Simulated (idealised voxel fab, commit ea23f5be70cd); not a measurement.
process module | voxel wiring stack
cross-section cut | 180 nm wide | cells 5 nm
A cross-section is a grid of square cells, given in bands from the top down. A band is one or more rows of cells.
Each band's line starts with the height of the band's top and of its bottom, in nm. Then come its materials from left to right, each with its width in nm. One material with "throughout" fills the band from edge to edge. "air" is empty space.
Height 0 is the level under which the wafer as received is all one material. The lowest band goes on downwards, as in "0 down".
A width such as "30 to 40" changes by the same amount from each row of cells to the next, from the band's top row to its bottom row.
"no change" after a step means that no cell of the cross-section changed.
closed voids: empty space of 8 cells or more with no open way to the top, each as width x height at its distance from the left edge, in nm
after a step's settings: what the simulator itself notes on the step
overlay nm, on a step with a mask: how far to the right of its planned place the mask lay; to the left if negative
plan
1 op RECEIVE | material Si
2 op CONFORMAL_DEP | material SiO2 | thk nm 10
3 op DIRECTIONAL_DEP | material TiN | thk nm 5
4 op DIRECTIONAL_DEP | material W | thk nm 25
5 op DIRECTIONAL_DEP | material aC | thk nm 10
6 op PATTERN | tone cover | mask id METAL_1 | material resist | width nm 25 | pitch nm 45 | thk nm 30 | overlay nm 0
7 op DIRECTIONAL_ETCH | etch materials aC | depth nm 10
8 op STRIP | etch materials resist
9 op DIRECTIONAL_ETCH | etch materials W | depth nm 25
10 op DIRECTIONAL_ETCH | etch materials TiN | depth nm 5
11 op STRIP | etch materials aC
12 op CONFORMAL_DEP | material SiN | thk nm 5
13 op FILL_DEP | material lowk | thk nm 10
14 op CMP | height nm 40
15 op CONFORMAL_DEP | material SiCN | thk nm 5
16 op DIRECTIONAL_DEP | material lowk | thk nm 30
17 op DIRECTIONAL_DEP | material aC | thk nm 15
18 op PATTERN | tone open | mask id METAL_2_HOLES | material resist | width nm 15 | pitch nm 45 | thk nm 35 | overlay nm 0
19 op DIRECTIONAL_ETCH | etch materials aC | depth nm 15
20 op STRIP | etch materials resist
21 op DIRECTIONAL_ETCH | etch materials lowk | depth nm 30
22 op STRIP | etch materials aC
23 op DIRECTIONAL_DEP | material aC | thk nm 15
24 op PATTERN | tone open | mask id METAL_2 | material resist | width nm 25 | pitch nm 45 | thk nm 30 | overlay nm 0
25 op DIRECTIONAL_ETCH | etch materials aC | depth nm 15
26 op STRIP | etch materials resist
27 op DIRECTIONAL_ETCH | etch materials lowk | depth nm 20
28 op DIRECTIONAL_ETCH | etch materials SiCN | depth nm 5
29 op STRIP | etch materials aC
30 op CONFORMAL_DEP | material TiN | thk nm 5
31 op FILL_DEP | material Cu | thk nm 5
32 op CMP | height nm 75
33 op CONFORMAL_DEP | material SiCN | thk nm 5
34 op DIRECTIONAL_DEP | material lowk | thk nm 25
35 op DIRECTIONAL_DEP | material aC | thk nm 10
36 op PATTERN | tone open | mask id METAL_3_HOLES | material resist | width nm 15 | thk nm 25 | overlay nm 0
37 op DIRECTIONAL_ETCH | etch materials aC | depth nm 10
38 op STRIP | etch materials resist
39 op DIRECTIONAL_ETCH | etch materials lowk | depth nm 25
40 op STRIP | etch materials aC
41 op PATTERN | tone open | mask id METAL_3 | material resist | width nm 25 | pitch nm 45 | thk nm 20 | overlay nm 0
42 op DIRECTIONAL_ETCH | etch materials lowk | depth nm 15
43 op DIRECTIONAL_ETCH | etch materials SiCN | depth nm 5
44 op STRIP | etch materials resist
45 op CONFORMAL_DEP | material TiN | thk nm 5
46 op FILL_DEP | material Cu | thk nm 10
47 op CMP | height nm 105
48 op CONFORMAL_DEP | material SiCN | thk nm 5
49 op DIRECTIONAL_DEP | material SiO2 | thk nm 25
50 op MASKED_ETCH | tone open | mask id METAL_4_HOLES | width nm 15 | etch materials SiO2 | depth nm 25 | overlay nm 0
51 op DIRECTIONAL_DEP | material aC | thk nm 15
52 op PATTERN | tone open | mask id METAL_4 | material resist | width nm 25 | pitch nm 45 | thk nm 35 | overlay nm 0
53 op DIRECTIONAL_ETCH | etch materials aC | depth nm 15
54 op STRIP | etch materials resist
55 op DIRECTIONAL_ETCH | etch materials SiO2 | depth nm 15
56 op DIRECTIONAL_ETCH | etch materials SiCN | depth nm 5
57 op STRIP | etch materials aC
58 op CONFORMAL_DEP | material TiN | thk nm 5
59 op FILL_DEP | material Cu | thk nm 5
60 op CMP | height nm 135
61 op CONFORMAL_DEP | material SiCN | thk nm 5
first wafer, as planned
as received, after step 1
  0 down: Si throughout
  closed voids: none
after step 2
  10 to 0: SiO2 throughout
  below 0: unchanged
after step 3
  15 to 10: TiN throughout
  below 10: unchanged
after step 4
  40 to 15: W throughout
  below 15: unchanged
after step 5
  50 to 40: aC throughout
  below 40: unchanged
after step 6
  80 to 50: air 55 | resist 25 | air 20 | resist 25 | air 55
  below 50: unchanged
after step 7
  70 to 50: air 55 | resist 25 | air 20 | resist 25 | air 55
  50 to 40: air 55 | aC 25 | air 20 | aC 25 | air 55
  below 40: unchanged
after step 8
  50 to 40: air 55 | aC 25 | air 20 | aC 25 | air 55
  below 40: unchanged
after step 9
  50 to 40: air 55 | aC 25 | air 20 | aC 25 | air 55
  40 to 15: air 55 | W 25 | air 20 | W 25 | air 55
  below 15: unchanged
after step 10
  50 to 40: air 55 | aC 25 | air 20 | aC 25 | air 55
  40 to 15: air 55 | W 25 | air 20 | W 25 | air 55
  15 to 10: air 55 | TiN 25 | air 20 | TiN 25 | air 55
  below 10: unchanged
after step 11
  40 to 15: air 55 | W 25 | air 20 | W 25 | air 55
  below 15: unchanged
after step 12
  45 to 40: air 50 | SiN 35 | air 10 | SiN 35 | air 50
  40 to 15: air 50 | SiN 5 | W 25 | SiN 5 | air 10 | SiN 5 | W 25 | SiN 5 | air 50
  15 to 10: SiN 55 | TiN 25 | SiN 20 | TiN 25 | SiN 55
  below 10: unchanged
after step 13
  55 to 45: lowk throughout
  45 to 40: lowk 50 | SiN 35 | lowk 10 | SiN 35 | lowk 50
  40 to 15: lowk 50 | SiN 5 | W 25 | SiN 5 | lowk 10 | SiN 5 | W 25 | SiN 5 | lowk 50
  below 15: unchanged
after step 14
  40 to 15: lowk 50 | SiN 5 | W 25 | SiN 5 | lowk 10 | SiN 5 | W 25 | SiN 5 | lowk 50
  below 15: unchanged
after step 15
  45 to 40: SiCN throughout
  below 40: unchanged
after step 16
  75 to 45: lowk throughout
  below 45: unchanged
after step 17
  90 to 75: aC throughout
  below 75: unchanged
after step 18
  125 to 90: resist 55 | air 15 | resist 30 | air 15 | resist 65
  below 90: unchanged
after step 19
  110 to 90: resist 55 | air 15 | resist 30 | air 15 | resist 65
  90 to 75: aC 55 | air 15 | aC 30 | air 15 | aC 65
  below 75: unchanged
after step 20
  90 to 75: aC 55 | air 15 | aC 30 | air 15 | aC 65
  below 75: unchanged
after step 21
  90 to 75: aC 55 | air 15 | aC 30 | air 15 | aC 65
  75 to 45: lowk 55 | air 15 | lowk 30 | air 15 | lowk 65
  below 45: unchanged
after step 22
  75 to 45: lowk 55 | air 15 | lowk 30 | air 15 | lowk 65
  below 45: unchanged
after step 23
  90 to 75: aC 55 | air 15 | aC 30 | air 15 | aC 65
  75 to 60: lowk 55 | air 15 | lowk 30 | air 15 | lowk 65
  60 to 45: lowk 55 | aC 15 | lowk 30 | aC 15 | lowk 65
  below 45: unchanged
after step 24
  120 to 90: resist 55 | air 25 | resist 20 | air 25 | resist 55
  below 90: unchanged
after step 25
  105 to 90: resist 55 | air 25 | resist 20 | air 25 | resist 55
  90 to 75: aC 55 | air 25 | aC 20 | air 25 | aC 55
  75 to 45: lowk 55 | air 15 | lowk 30 | air 15 | lowk 65
  below 45: unchanged
after step 26
  90 to 75: aC 55 | air 25 | aC 20 | air 25 | aC 55
  below 75: unchanged
after step 27
  90 to 75: aC 55 | air 25 | aC 20 | air 25 | aC 55
  75 to 55: lowk 55 | air 25 | lowk 20 | air 25 | lowk 55
  below 55: unchanged
after step 28
  90 to 75: aC 55 | air 25 | aC 20 | air 25 | aC 55
  75 to 55: lowk 55 | air 25 | lowk 20 | air 25 | lowk 55
  55 to 45: lowk 55 | air 15 | lowk 30 | air 15 | lowk 65
  45 to 40: SiCN 55 | air 15 | SiCN 30 | air 15 | SiCN 65
  below 40: unchanged
after step 29
  75 to 55: lowk 55 | air 25 | lowk 20 | air 25 | lowk 55
  below 55: unchanged
after step 30
  80 to 75: TiN 60 | air 15 | TiN 30 | air 15 | TiN 60
  75 to 60: lowk 55 | TiN 5 | air 15 | TiN 5 | lowk 20 | TiN 5 | air 15 | TiN 5 | lowk 55
  60 to 55: lowk 55 | TiN 5 | air 5 | TiN 15 | lowk 20 | TiN 5 | air 5 | TiN 15 | lowk 55
  55 to 45: lowk 55 | TiN 5 | air 5 | TiN 5 | lowk 30 | TiN 5 | air 5 | TiN 5 | lowk 65
  45 to 40: SiCN 55 | TiN 15 | SiCN 30 | TiN 15 | SiCN 65
  below 40: unchanged
after step 31
  85 to 80: Cu throughout
  80 to 75: TiN 60 | Cu 15 | TiN 30 | Cu 15 | TiN 60
  75 to 60: lowk 55 | TiN 5 | Cu 15 | TiN 5 | lowk 20 | TiN 5 | Cu 15 | TiN 5 | lowk 55
  60 to 55: lowk 55 | TiN 5 | Cu 5 | TiN 15 | lowk 20 | TiN 5 | Cu 5 | TiN 15 | lowk 55
  55 to 45: lowk 55 | TiN 5 | Cu 5 | TiN 5 | lowk 30 | TiN 5 | Cu 5 | TiN 5 | lowk 65
  below 45: unchanged
after step 32
  75 to 60: lowk 55 | TiN 5 | Cu 15 | TiN 5 | lowk 20 | TiN 5 | Cu 15 | TiN 5 | lowk 55
  below 60: unchanged
after step 33
  80 to 75: SiCN throughout
  below 75: unchanged
after step 34
  105 to 80: lowk throughout
  below 80: unchanged
after step 35
  115 to 105: aC throughout
  below 105: unchanged
after step 36
  140 to 115: resist 55 | air 15 | resist 110
  below 115: unchanged
after step 37
  130 to 115: resist 55 | air 15 | resist 110
  115 to 105: aC 55 | air 15 | aC 110
  below 105: unchanged
after step 38
  115 to 105: aC 55 | air 15 | aC 110
  below 105: unchanged
after step 39
  115 to 105: aC 55 | air 15 | aC 110
  105 to 80: lowk 55 | air 15 | lowk 110
  below 80: unchanged
after step 40
  105 to 80: lowk 55 | air 15 | lowk 110
  below 80: unchanged
after step 41
  125 to 105: resist 55 | air 25 | resist 20 | air 25 | resist 55
  below 105: unchanged
after step 42
  125 to 105: resist 55 | air 25 | resist 20 | air 25 | resist 55
  105 to 90: lowk 55 | air 25 | lowk 20 | air 25 | lowk 55
  below 90: unchanged
after step 43
  125 to 105: resist 55 | air 25 | resist 20 | air 25 | resist 55
  105 to 90: lowk 55 | air 25 | lowk 20 | air 25 | lowk 55
  90 to 80: lowk 55 | air 15 | lowk 110
  80 to 75: SiCN 55 | air 15 | SiCN 110
  below 75: unchanged
after step 44
  105 to 90: lowk 55 | air 25 | lowk 20 | air 25 | lowk 55
  below 90: unchanged
after step 45
  110 to 105: TiN 60 | air 15 | TiN 30 | air 15 | TiN 60
  105 to 95: lowk 55 | TiN 5 | air 15 | TiN 5 | lowk 20 | TiN 5 | air 15 | TiN 5 | lowk 55
  95 to 90: lowk 55 | TiN 5 | air 5 | TiN 15 | lowk 20 | TiN 25 | lowk 55
  90 to 80: lowk 55 | TiN 5 | air 5 | TiN 5 | lowk 110
  80 to 75: SiCN 55 | TiN 15 | SiCN 110
  below 75: unchanged
after step 46
  120 to 110: Cu throughout
  110 to 105: TiN 60 | Cu 15 | TiN 30 | Cu 15 | TiN 60
  105 to 95: lowk 55 | TiN 5 | Cu 15 | TiN 5 | lowk 20 | TiN 5 | Cu 15 | TiN 5 | lowk 55
  95 to 90: lowk 55 | TiN 5 | Cu 5 | TiN 15 | lowk 20 | TiN 25 | lowk 55
  90 to 80: lowk 55 | TiN 5 | Cu 5 | TiN 5 | lowk 110
  below 80: unchanged
after step 47
  105 to 95: lowk 55 | TiN 5 | Cu 15 | TiN 5 | lowk 20 | TiN 5 | Cu 15 | TiN 5 | lowk 55
  below 95: unchanged
after step 48
  110 to 105: SiCN throughout
  below 105: unchanged
after step 49
  135 to 110: SiO2 throughout
  below 110: unchanged
after step 50
  135 to 110: SiO2 55 | air 15 | SiO2 110
  below 110: unchanged
after step 51
  150 to 135: aC 55 | air 15 | aC 110
  135 to 125: SiO2 55 | air 15 | SiO2 110
  125 to 110: SiO2 55 | aC 15 | SiO2 110
  below 110: unchanged
after step 52
  185 to 150: resist 55 | air 25 | resist 20 | air 25 | resist 55
  below 150: unchanged
after step 53
  170 to 150: resist 55 | air 25 | resist 20 | air 25 | resist 55
  150 to 135: aC 55 | air 25 | aC 20 | air 25 | aC 55
  135 to 110: SiO2 55 | air 15 | SiO2 110
  below 110: unchanged
after step 54
  150 to 135: aC 55 | air 25 | aC 20 | air 25 | aC 55
  below 135: unchanged
after step 55
  150 to 135: aC 55 | air 25 | aC 20 | air 25 | aC 55
  135 to 120: SiO2 55 | air 25 | SiO2 20 | air 25 | SiO2 55
  below 120: unchanged
after step 56
  150 to 135: aC 55 | air 25 | aC 20 | air 25 | aC 55
  135 to 120: SiO2 55 | air 25 | SiO2 20 | air 25 | SiO2 55
  120 to 110: SiO2 55 | air 15 | SiO2 110
  110 to 105: SiCN 55 | air 15 | SiCN 110
  below 105: unchanged
after step 57
  135 to 120: SiO2 55 | air 25 | SiO2 20 | air 25 | SiO2 55
  below 120: unchanged
after step 58
  140 to 135: TiN 60 | air 15 | TiN 30 | air 15 | TiN 60
  135 to 125: SiO2 55 | TiN 5 | air 15 | TiN 5 | SiO2 20 | TiN 5 | air 15 | TiN 5 | SiO2 55
  125 to 120: SiO2 55 | TiN 5 | air 5 | TiN 15 | SiO2 20 | TiN 25 | SiO2 55
  120 to 110: SiO2 55 | TiN 5 | air 5 | TiN 5 | SiO2 110
  110 to 105: SiCN 55 | TiN 15 | SiCN 110
  below 105: unchanged
after step 59
  145 to 140: Cu throughout
  140 to 135: TiN 60 | Cu 15 | TiN 30 | Cu 15 | TiN 60
  135 to 125: SiO2 55 | TiN 5 | Cu 15 | TiN 5 | SiO2 20 | TiN 5 | Cu 15 | TiN 5 | SiO2 55
  125 to 120: SiO2 55 | TiN 5 | Cu 5 | TiN 15 | SiO2 20 | TiN 25 | SiO2 55
  120 to 110: SiO2 55 | TiN 5 | Cu 5 | TiN 5 | SiO2 110
  below 110: unchanged
after step 60
  135 to 125: SiO2 55 | TiN 5 | Cu 15 | TiN 5 | SiO2 20 | TiN 5 | Cu 15 | TiN 5 | SiO2 55
  below 125: unchanged
after step 61
  140 to 135: SiCN throughout
  below 135: unchanged
second wafer: like start, like plan, one mistake. Through step 23 it matches the first wafer
when step 24 should have ended
  120 to 90: air 55 | resist 25 | air 20 | resist 25 | air 55
  90 to 75: aC 55 | resist 15 | aC 30 | resist 15 | aC 65
  75 to 60: lowk 55 | resist 15 | lowk 30 | resist 15 | lowk 65
  below 60: unchanged
when step 25 should have ended
  105 to 90: air 55 | resist 25 | air 20 | resist 25 | air 55
  90 to 75: air 55 | resist 15 | aC 10 | air 20 | resist 15 | aC 10 | air 55
  below 75: unchanged
when step 26 should have ended
  90 to 75: air 70 | aC 10 | air 35 | aC 10 | air 55
  75 to 60: lowk 55 | air 15 | lowk 30 | air 15 | lowk 65
  below 60: unchanged
when step 27 should have ended
  90 to 75: air 70 | aC 10 | air 35 | aC 10 | air 55
  75 to 60: air 70 | lowk 10 | air 35 | lowk 10 | air 55
  60 to 55: air 55 | aC 15 | lowk 10 | air 20 | aC 15 | lowk 10 | air 55
  below 55: unchanged
when step 28 should have ended: no change
when step 29 should have ended
  75 to 55: air 70 | lowk 10 | air 35 | lowk 10 | air 55
  55 to 45: lowk 55 | air 15 | lowk 30 | air 15 | lowk 65
  below 45: unchanged
when step 30 should have ended
  80 to 75: air 65 | TiN 20 | air 25 | TiN 20 | air 50
  75 to 60: air 65 | TiN 5 | lowk 10 | TiN 5 | air 25 | TiN 5 | lowk 10 | TiN 5 | air 50
  60 to 55: TiN 60 | air 5 | TiN 5 | lowk 10 | TiN 25 | air 5 | TiN 5 | lowk 10 | TiN 55
  55 to 50: lowk 55 | TiN 5 | air 5 | TiN 5 | lowk 30 | TiN 5 | air 5 | TiN 5 | lowk 65
  50 to 45: lowk 55 | TiN 15 | lowk 30 | TiN 15 | lowk 65
  below 45: unchanged
when step 31 should have ended
  85 to 80: Cu throughout
  80 to 75: Cu 65 | TiN 20 | Cu 25 | TiN 20 | Cu 50
  75 to 60: Cu 65 | TiN 5 | lowk 10 | TiN 5 | Cu 25 | TiN 5 | lowk 10 | TiN 5 | Cu 50
  60 to 55: TiN 60 | Cu 5 | TiN 5 | lowk 10 | TiN 25 | Cu 5 | TiN 5 | lowk 10 | TiN 55
  55 to 50: lowk 55 | TiN 5 | Cu 5 | TiN 5 | lowk 30 | TiN 5 | Cu 5 | TiN 5 | lowk 65
  below 50: unchanged
when step 32 should have ended
  75 to 60: Cu 65 | TiN 5 | lowk 10 | TiN 5 | Cu 25 | TiN 5 | lowk 10 | TiN 5 | Cu 50
  below 60: unchanged
when step 33 should have ended
  80 to 75: SiCN throughout
  below 75: unchanged
when step 34 should have ended
  105 to 80: lowk throughout
  below 80: unchanged
when step 35 should have ended
  115 to 105: aC throughout
  below 105: unchanged
when step 36 should have ended
  140 to 115: resist 55 | air 15 | resist 110
  below 115: unchanged
when step 37 should have ended
  130 to 115: resist 55 | air 15 | resist 110
  115 to 105: aC 55 | air 15 | aC 110
  below 105: unchanged
when step 38 should have ended
  115 to 105: aC 55 | air 15 | aC 110
  below 105: unchanged
when step 39 should have ended
  115 to 105: aC 55 | air 15 | aC 110
  105 to 80: lowk 55 | air 15 | lowk 110
  below 80: unchanged
when step 40 should have ended
  105 to 80: lowk 55 | air 15 | lowk 110
  below 80: unchanged
when step 41 should have ended
  125 to 105: resist 55 | air 25 | resist 20 | air 25 | resist 55
  below 105: unchanged
when step 42 should have ended
  125 to 105: resist 55 | air 25 | resist 20 | air 25 | resist 55
  105 to 90: lowk 55 | air 25 | lowk 20 | air 25 | lowk 55
  below 90: unchanged
when step 43 should have ended
  125 to 105: resist 55 | air 25 | resist 20 | air 25 | resist 55
  105 to 90: lowk 55 | air 25 | lowk 20 | air 25 | lowk 55
  90 to 80: lowk 55 | air 15 | lowk 110
  80 to 75: SiCN 55 | air 15 | SiCN 110
  below 75: unchanged
when step 44 should have ended
  105 to 90: lowk 55 | air 25 | lowk 20 | air 25 | lowk 55
  below 90: unchanged
when step 45 should have ended
  110 to 105: TiN 60 | air 15 | TiN 30 | air 15 | TiN 60
  105 to 95: lowk 55 | TiN 5 | air 15 | TiN 5 | lowk 20 | TiN 5 | air 15 | TiN 5 | lowk 55
  95 to 90: lowk 55 | TiN 5 | air 5 | TiN 15 | lowk 20 | TiN 25 | lowk 55
  90 to 80: lowk 55 | TiN 5 | air 5 | TiN 5 | lowk 110
  80 to 75: SiCN 55 | TiN 15 | SiCN 110
  below 75: unchanged
when step 46 should have ended
  120 to 110: Cu throughout
  110 to 105: TiN 60 | Cu 15 | TiN 30 | Cu 15 | TiN 60
  105 to 95: lowk 55 | TiN 5 | Cu 15 | TiN 5 | lowk 20 | TiN 5 | Cu 15 | TiN 5 | lowk 55
  95 to 90: lowk 55 | TiN 5 | Cu 5 | TiN 15 | lowk 20 | TiN 25 | lowk 55
  90 to 80: lowk 55 | TiN 5 | Cu 5 | TiN 5 | lowk 110
  below 80: unchanged
when step 47 should have ended
  105 to 95: lowk 55 | TiN 5 | Cu 15 | TiN 5 | lowk 20 | TiN 5 | Cu 15 | TiN 5 | lowk 55
  below 95: unchanged
when step 48 should have ended
  110 to 105: SiCN throughout
  below 105: unchanged
when step 49 should have ended
  135 to 110: SiO2 throughout
  below 110: unchanged
when step 50 should have ended
  135 to 110: SiO2 55 | air 15 | SiO2 110
  below 110: unchanged
when step 51 should have ended
  150 to 135: aC 55 | air 15 | aC 110
  135 to 125: SiO2 55 | air 15 | SiO2 110
  125 to 110: SiO2 55 | aC 15 | SiO2 110
  below 110: unchanged
when step 52 should have ended
  185 to 150: resist 55 | air 25 | resist 20 | air 25 | resist 55
  below 150: unchanged
when step 53 should have ended
  170 to 150: resist 55 | air 25 | resist 20 | air 25 | resist 55
  150 to 135: aC 55 | air 25 | aC 20 | air 25 | aC 55
  135 to 110: SiO2 55 | air 15 | SiO2 110
  below 110: unchanged
when step 54 should have ended
  150 to 135: aC 55 | air 25 | aC 20 | air 25 | aC 55
  below 135: unchanged
when step 55 should have ended
  150 to 135: aC 55 | air 25 | aC 20 | air 25 | aC 55
  135 to 120: SiO2 55 | air 25 | SiO2 20 | air 25 | SiO2 55
  below 120: unchanged
when step 56 should have ended
  150 to 135: aC 55 | air 25 | aC 20 | air 25 | aC 55
  135 to 120: SiO2 55 | air 25 | SiO2 20 | air 25 | SiO2 55
  120 to 110: SiO2 55 | air 15 | SiO2 110
  110 to 105: SiCN 55 | air 15 | SiCN 110
  below 105: unchanged
when step 57 should have ended
  135 to 120: SiO2 55 | air 25 | SiO2 20 | air 25 | SiO2 55
  below 120: unchanged
when step 58 should have ended
  140 to 135: TiN 60 | air 15 | TiN 30 | air 15 | TiN 60
  135 to 125: SiO2 55 | TiN 5 | air 15 | TiN 5 | SiO2 20 | TiN 5 | air 15 | TiN 5 | SiO2 55
  125 to 120: SiO2 55 | TiN 5 | air 5 | TiN 15 | SiO2 20 | TiN 25 | SiO2 55
  120 to 110: SiO2 55 | TiN 5 | air 5 | TiN 5 | SiO2 110
  110 to 105: SiCN 55 | TiN 15 | SiCN 110
  below 105: unchanged
when step 59 should have ended
  145 to 140: Cu throughout
  140 to 135: TiN 60 | Cu 15 | TiN 30 | Cu 15 | TiN 60
  135 to 125: SiO2 55 | TiN 5 | Cu 15 | TiN 5 | SiO2 20 | TiN 5 | Cu 15 | TiN 5 | SiO2 55
  125 to 120: SiO2 55 | TiN 5 | Cu 5 | TiN 15 | SiO2 20 | TiN 25 | SiO2 55
  120 to 110: SiO2 55 | TiN 5 | Cu 5 | TiN 5 | SiO2 110
  below 110: unchanged
when step 60 should have ended
  135 to 125: SiO2 55 | TiN 5 | Cu 15 | TiN 5 | SiO2 20 | TiN 5 | Cu 15 | TiN 5 | SiO2 55
  below 125: unchanged
when step 61 should have ended
  140 to 135: SiCN throughout
  below 135: unchanged
what went wrong: step 24 ran as: op PATTERN | tone cover | mask id METAL_2 | material resist | width nm 25 | pitch nm 45 | thk nm 30 | overlay nm 0
at the end the second wafer has, in cells: 64 more of Cu | 6 more of SiCN | 18 more of TiN | 88 fewer of lowk
